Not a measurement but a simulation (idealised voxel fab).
This section sets out a process module, namely voxel wiring stack.
For reference, the cross-section in this document is cut, with width 250 nm and square cells of 5 nm.
The cross-sections in this document take the form of a grid made of square cells. They are written out as bands, in order from top to bottom. Each band consists of one or more rows of cells.
Basically the band line says how high the top is and how high the bottom is, in nm, and then what's in it from left to right, every material with its width in nm. Empty space shows up as "blank", and if a single material carries "everywhere" it runs the full band edge to edge.
Counting heights begins at 0, where everything beneath is, in the wafer as received, one material. The lowest band has no bottom; it goes on downwards, as "z 0 and below" shows.
When a width is written as two numbers, as in "30..40", the first number is the width in the top row of cells of the band and the second is the width in its bottom row, and the width changes by the same amount from each row to the next.
"stayed the same", as given for a step, is the statement that not any cell of the cross-section underwent a change during that step.
If an empty space has no open way to the top and is at least 8 cells in size, "Sealed void list" lists it, written width x height at distance, where distance is measured from the left edge and every value is in nm.
Formally, on a step line, whatever follows the settings is a remark that the simulator itself makes on the step.
"overlay nm", when on a step's line for a step with a mask, measures how far to the right of its planned place the mask lay; a negative measure means to the left.
Each pair of cross-sections that follows straddles one process step: the one shows the state before the step, the other the state after it, down to the lowest band that changed and no further. The step in question, and its settings, are given under the pair. Note that a pair is not necessarily a continuation of the pair above it, since pairs can come from different runs of this module on the same starting wafer; it is a continuation only where its entry headed "Pre-step" says so.

Pre-step
  z 125 to 115  Cu everywhere
  z 115 to 110  60 TiN, 20 Cu, 35 TiN, 20 Cu, 35 TiN, 20 Cu, 60 TiN
  z 110 to 100  55 SiO2, 5 TiN, 20 Cu, 5 TiN, 25 SiO2, 5 TiN, 20 Cu, 5 TiN, 25 SiO2, 5 TiN, 20 Cu, 5 TiN, 55 SiO2
  z 100 to 95  55 SiO2, 5 TiN, 5 Cu, 20 TiN, 25 SiO2, 5 TiN, 5 Cu, 20 TiN, 25 SiO2, 5 TiN, 5 Cu, 20 TiN, 55 SiO2
  z 95 to 85  55 SiO2, 5 TiN, 5 Cu, 5 TiN, 40 SiO2, 5 TiN, 5 Cu, 5 TiN, 40 SiO2, 5 TiN, 5 Cu, 5 TiN, 70 SiO2
  z 85 to 80  55 SiO2, 15 TiN, 40 SiO2, 15 TiN, 40 SiO2, 15 TiN, 70 SiO2
  z 80 to 75  W everywhere
  z 75 to 55  50 SiO2, 5 SiCN, 30 W, 5 SiCN, 15 SiO2, 5 SiCN, 30 W, 5 SiCN, 15 SiO2, 5 SiCN, 30 W, 5 SiCN, 50 SiO2
  z 55 to 50  55 SiCN, 30 TiN, 25 SiCN, 30 TiN, 25 SiCN, 30 TiN, 55 SiCN
  z 50 to 40  55 SiO2, 5 TiN, 5 W, 5 TiN, 40 SiO2, 5 TiN, 5 W, 5 TiN, 40 SiO2, 5 TiN, 5 W, 5 TiN, 70 SiO2
  z 40 to 35  55 SiCN, 15 TiN, 40 SiCN, 15 TiN, 40 SiCN, 15 TiN, 70 SiCN
  z 35 to 15  55 SiO2, 30 Ru, 25 SiO2, 30 Ru, 25 SiO2, 30 Ru, 55 SiO2
  z 15 to 10  55 SiO2, 30 TiN, 25 SiO2, 30 TiN, 25 SiO2, 30 TiN, 55 SiO2
  z 10 to 0  SiO2 everywhere
  z 0 and below  Si everywhere
  Sealed void list: none

Resultant Cross-Section
  z 110 to 100  55 SiO2, 5 TiN, 20 Cu, 5 TiN, 25 SiO2, 5 TiN, 20 Cu, 5 TiN, 25 SiO2, 5 TiN, 20 Cu, 5 TiN, 55 SiO2
  Beneath the level 100, the cross-section is identical to its previous state.
  Sealed void list: none
Can you say which step sits between the two cross-sections above? CMP [height nm 110]

Pre-step: the after view from the pair directly above serves as the before view here.

Resultant Cross-Section
  z 115 to 110  SiCN everywhere
  Beneath the level 110, the cross-section is identical to its previous state.
  Sealed void list: none
Can you say which step sits between the two cross-sections above? CONFORMAL_DEP [material SiCN] [thk nm 5]

Pre-step
  z 75 to 55  W everywhere
  z 55 to 50  TiN everywhere
  z 50 to 40  55 SiO2, 5 TiN, 5 W, 5 TiN, 40 SiO2, 5 TiN, 5 W, 5 TiN, 40 SiO2, 5 TiN, 5 W, 5 TiN, 70 SiO2
  z 40 to 35  55 SiCN, 15 TiN, 40 SiCN, 15 TiN, 40 SiCN, 15 TiN, 70 SiCN
  z 35 to 15  55 SiO2, 30 Ru, 25 SiO2, 30 Ru, 25 SiO2, 30 Ru, 55 SiO2
  z 15 to 10  55 SiO2, 30 TiN, 25 SiO2, 30 TiN, 25 SiO2, 30 TiN, 55 SiO2
  z 10 to 0  SiO2 everywhere
  z 0 and below  Si everywhere
  Sealed void list: none

Resultant Cross-Section
  z 90 to 75  55 resist, 30 blank, 25 resist, 30 blank, 25 resist, 30 blank, 55 resist
  Beneath the level 75, the cross-section is identical to its previous state.
  Sealed void list: none
Can you say which step sits between the two cross-sections above? PATTERN [tone open] [mask id METAL_2] [material resist] [width nm 30] [pitch nm 55] [thk nm 15] [overlay nm 0]

Pre-step: the after view from the pair directly above serves as the before view here.

Resultant Cross-Section
  z 90 to 75  55 resist, 30 blank, 25 resist, 30 blank, 25 resist, 30 blank, 55 resist
  z 75 to 55  55 W, 30 blank, 25 W, 30 blank, 25 W, 30 blank, 55 W
  Beneath the level 55, the cross-section is identical to its previous state.
  Sealed void list: none
Can you say which step sits between the two cross-sections above? DIRECTIONAL_ETCH [etch materials W] [depth nm 20]

Pre-step: the after view from the pair directly above serves as the before view here.

Resultant Cross-Section
  z 90 to 75  55 resist, 30 blank, 25 resist, 30 blank, 25 resist, 30 blank, 55 resist
  z 75 to 55  55 W, 30 blank, 25 W, 30 blank, 25 W, 30 blank, 55 W
  z 55 to 50  55 TiN, 30 blank, 25 TiN, 30 blank, 25 TiN, 30 blank, 55 TiN
  Beneath the level 50, the cross-section is identical to its previous state.
  Sealed void list: none
Can you say which step sits between the two cross-sections above? DIRECTIONAL_ETCH [etch materials TiN] [depth nm 5]

Pre-step: the after view from the pair directly above serves as the before view here.

Resultant Cross-Section
  z 75 to 55  55 W, 30 blank, 25 W, 30 blank, 25 W, 30 blank, 55 W
  Beneath the level 55, the cross-section is identical to its previous state.
  Sealed void list: none
Can you say which step sits between the two cross-sections above? STRIP [etch materials resist]

Pre-step: the after view from the pair directly above serves as the before view here.

Resultant Cross-Section
  z 80 to 75  60 SiCN, 20 blank, 35 SiCN, 20 blank, 35 SiCN, 20 blank, 60 SiCN
  z 75 to 55  55 W, 5 SiCN, 20 blank, 5 SiCN, 25 W, 5 SiCN, 20 blank, 5 SiCN, 25 W, 5 SiCN, 20 blank, 5 SiCN, 55 W
  z 55 to 50  55 TiN, 30 SiCN, 25 TiN, 30 SiCN, 25 TiN, 30 SiCN, 55 TiN
  Beneath the level 50, the cross-section is identical to its previous state.
  Sealed void list: none
Can you say which step sits between the two cross-sections above? CONFORMAL_DEP [material SiCN] [thk nm 5]

Pre-step: the after view from the pair directly above serves as the before view here.

Resultant Cross-Section
  z 90 to 80  SiO2 everywhere
  z 80 to 75  60 SiCN, 20 SiO2, 35 SiCN, 20 SiO2, 35 SiCN, 20 SiO2, 60 SiCN
  z 75 to 55  55 W, 5 SiCN, 20 SiO2, 5 SiCN, 25 W, 5 SiCN, 20 SiO2, 5 SiCN, 25 W, 5 SiCN, 20 SiO2, 5 SiCN, 55 W
  Beneath the level 55, the cross-section is identical to its previous state.
  Sealed void list: none
Can you say which step sits between the two cross-sections above? FILL_DEP [material SiO2] [thk nm 10]

Pre-step: the after view from the pair directly above serves as the before view here.

Resultant Cross-Section
  z 75 to 55  55 W, 5 SiCN, 20 SiO2, 5 SiCN, 25 W, 5 SiCN, 20 SiO2, 5 SiCN, 25 W, 5 SiCN, 20 SiO2, 5 SiCN, 55 W
  Beneath the level 55, the cross-section is identical to its previous state.
  Sealed void list: none
Can you say which step sits between the two cross-sections above? CMP [height nm 75]

Pre-step: the after view from the pair directly above serves as the before view here.

Resultant Cross-Section
  z 80 to 75  SiCN everywhere
  Beneath the level 75, the cross-section is identical to its previous state.
  Sealed void list: none
Can you say which step sits between the two cross-sections above? CONFORMAL_DEP [material SiCN] [thk nm 5]

Pre-step: the after view from the pair directly above serves as the before view here.

Resultant Cross-Section
  z 110 to 80  SiO2 everywhere
  Beneath the level 80, the cross-section is identical to its previous state.
  Sealed void list: none
Can you say which step sits between the two cross-sections above? DIRECTIONAL_DEP [material SiO2] [thk nm 30]

Pre-step: the after view from the pair directly above serves as the before view here.

Resultant Cross-Section
  z 120 to 110  aC everywhere
  Beneath the level 110, the cross-section is identical to its previous state.
  Sealed void list: none
Can you say which step sits between the two cross-sections above? DIRECTIONAL_DEP [material aC] [thk nm 10]

Pre-step: the after view from the pair directly above serves as the before view here.

Resultant Cross-Section
  z 145 to 120  55 resist, 30 blank, 25 resist, 30 blank, 25 resist, 30 blank, 55 resist
  Beneath the level 120, the cross-section is identical to its previous state.
  Sealed void list: none
Can you say which step sits between the two cross-sections above? PATTERN [tone open] [mask id METAL_3] [material resist] [width nm 30] [pitch nm 55] [thk nm 25] [overlay nm 0]

Pre-step: the after view from the pair directly above serves as the before view here.

Resultant Cross-Section
  z 135 to 120  55 resist, 30 blank, 25 resist, 30 blank, 25 resist, 30 blank, 55 resist
  z 120 to 110  55 aC, 30 blank, 25 aC, 30 blank, 25 aC, 30 blank, 55 aC
  Beneath the level 110, the cross-section is identical to its previous state.
  Sealed void list: none
Can you say which step sits between the two cross-sections above? DIRECTIONAL_ETCH [etch materials aC] [depth nm 10]

Pre-step: the after view from the pair directly above serves as the before view here.

Resultant Cross-Section
  z 120 to 110  55 aC, 30 blank, 25 aC, 30 blank, 25 aC, 30 blank, 55 aC
  Beneath the level 110, the cross-section is identical to its previous state.
  Sealed void list: none
Can you say which step sits between the two cross-sections above? STRIP [etch materials resist]

Pre-step: the after view from the pair directly above serves as the before view here.

Resultant Cross-Section
  z 120 to 110  55 aC, 30 blank, 25 aC, 30 blank, 25 aC, 30 blank, 55 aC
  z 110 to 95  55 SiO2, 30 blank, 25 SiO2, 30 blank, 25 SiO2, 30 blank, 55 SiO2
  Beneath the level 95, the cross-section is identical to its previous state.
  Sealed void list: none
Can you say which step sits between the two cross-sections above? DIRECTIONAL_ETCH [etch materials SiO2] [depth nm 15]

Pre-step: the after view from the pair directly above serves as the before view here.

Resultant Cross-Section
  z 110 to 95  55 SiO2, 30 blank, 25 SiO2, 30 blank, 25 SiO2, 30 blank, 55 SiO2
  Beneath the level 95, the cross-section is identical to its previous state.
  Sealed void list: none
Can you say which step sits between the two cross-sections above? STRIP [etch materials aC]

Pre-step: the after view from the pair directly above serves as the before view here.

Resultant Cross-Section
  z 125 to 110  55 resist, 15 blank, 40 resist, 15 blank, 40 resist, 15 blank, 70 resist
  z 110 to 95  55 SiO2, 15 blank, 15 resist, 25 SiO2, 15 blank, 15 resist, 25 SiO2, 15 blank, 15 resist, 55 SiO2
  Beneath the level 95, the cross-section is identical to its previous state.
  Sealed void list: none
Can you say which step sits between the two cross-sections above? PATTERN [tone open] [mask id METAL_3_HOLES] [material resist] [width nm 15] [pitch nm 55] [thk nm 15] [overlay nm 0]

Pre-step: the after view from the pair directly above serves as the before view here.

Resultant Cross-Section
  z 125 to 110  55 resist, 15 blank, 40 resist, 15 blank, 40 resist, 15 blank, 70 resist
  z 110 to 95  55 SiO2, 15 blank, 15 resist, 25 SiO2, 15 blank, 15 resist, 25 SiO2, 15 blank, 15 resist, 55 SiO2
  z 95 to 80  55 SiO2, 15 blank, 40 SiO2, 15 blank, 40 SiO2, 15 blank, 70 SiO2
  Beneath the level 80, the cross-section is identical to its previous state.
  Sealed void list: none
Can you say which step sits between the two cross-sections above? DIRECTIONAL_ETCH [etch materials SiO2] [depth nm 15]

Pre-step: the after view from the pair directly above serves as the before view here.

Resultant Cross-Section
  z 125 to 110  55 resist, 15 blank, 40 resist, 15 blank, 40 resist, 15 blank, 70 resist
  z 110 to 95  55 SiO2, 15 blank, 15 resist, 25 SiO2, 15 blank, 15 resist, 25 SiO2, 15 blank, 15 resist, 55 SiO2
  z 95 to 80  55 SiO2, 15 blank, 40 SiO2, 15 blank, 40 SiO2, 15 blank, 70 SiO2
  z 80 to 75  55 SiCN, 15 blank, 40 SiCN, 15 blank, 40 SiCN, 15 blank, 70 SiCN
  Beneath the level 75, the cross-section is identical to its previous state.
  Sealed void list: none
Can you say which step sits between the two cross-sections above? DIRECTIONAL_ETCH [etch materials SiCN] [depth nm 5]

Pre-step: the after view from the pair directly above serves as the before view here.

Resultant Cross-Section
  z 110 to 95  55 SiO2, 30 blank, 25 SiO2, 30 blank, 25 SiO2, 30 blank, 55 SiO2
  Beneath the level 95, the cross-section is identical to its previous state.
  Sealed void list: none
Can you say which step sits between the two cross-sections above? STRIP [etch materials resist]

Pre-step: the after view from the pair directly above serves as the before view here.

Resultant Cross-Section
  z 115 to 110  60 TiN, 20 blank, 35 TiN, 20 blank, 35 TiN, 20 blank, 60 TiN
  z 110 to 100  55 SiO2, 5 TiN, 20 blank, 5 TiN, 25 SiO2, 5 TiN, 20 blank, 5 TiN, 25 SiO2, 5 TiN, 20 blank, 5 TiN, 55 SiO2
  z 100 to 95  55 SiO2, 5 TiN, 5 blank, 20 TiN, 25 SiO2, 5 TiN, 5 blank, 20 TiN, 25 SiO2, 5 TiN, 5 blank, 20 TiN, 55 SiO2
  z 95 to 80  55 SiO2, 5 TiN, 5 blank, 5 TiN, 40 SiO2, 5 TiN, 5 blank, 5 TiN, 40 SiO2, 5 TiN, 5 blank, 5 TiN, 70 SiO2
  z 80 to 75  55 SiCN, 15 TiN, 40 SiCN, 15 TiN, 40 SiCN, 15 TiN, 70 SiCN
  Beneath the level 75, the cross-section is identical to its previous state.
  Sealed void list: none
Can you say which step sits between the two cross-sections above? CONFORMAL_DEP [material TiN] [thk nm 5]

Pre-step: the after view from the pair directly above serves as the before view here.

Resultant Cross-Section
  z 125 to 115  Cu everywhere
  z 115 to 110  60 TiN, 20 Cu, 35 TiN, 20 Cu, 35 TiN, 20 Cu, 60 TiN
  z 110 to 100  55 SiO2, 5 TiN, 20 Cu, 5 TiN, 25 SiO2, 5 TiN, 20 Cu, 5 TiN, 25 SiO2, 5 TiN, 20 Cu, 5 TiN, 55 SiO2
  z 100 to 95  55 SiO2, 5 TiN, 5 Cu, 20 TiN, 25 SiO2, 5 TiN, 5 Cu, 20 TiN, 25 SiO2, 5 TiN, 5 Cu, 20 TiN, 55 SiO2
  z 95 to 80  55 SiO2, 5 TiN, 5 Cu, 5 TiN, 40 SiO2, 5 TiN, 5 Cu, 5 TiN, 40 SiO2, 5 TiN, 5 Cu, 5 TiN, 70 SiO2
  Beneath the level 80, the cross-section is identical to its previous state.
  Sealed void list: none
Can you say which step sits between the two cross-sections above? FILL_DEP [material Cu] [thk nm 10]

Pre-step: the after view from the pair directly above serves as the before view here.

Resultant Cross-Section
  z 110 to 100  55 SiO2, 5 TiN, 20 Cu, 5 TiN, 25 SiO2, 5 TiN, 20 Cu, 5 TiN, 25 SiO2, 5 TiN, 20 Cu, 5 TiN, 55 SiO2
  Beneath the level 100, the cross-section is identical to its previous state.
  Sealed void list: none
Can you say which step sits between the two cross-sections above? CMP [height nm 110]

Pre-step: the after view from the pair directly above serves as the before view here.

Resultant Cross-Section
  z 115 to 110  SiCN everywhere
  Beneath the level 110, the cross-section is identical to its previous state.
  Sealed void list: none
Can you say which step sits between the two cross-sections above? CONFORMAL_DEP [material SiCN] [thk nm 5]
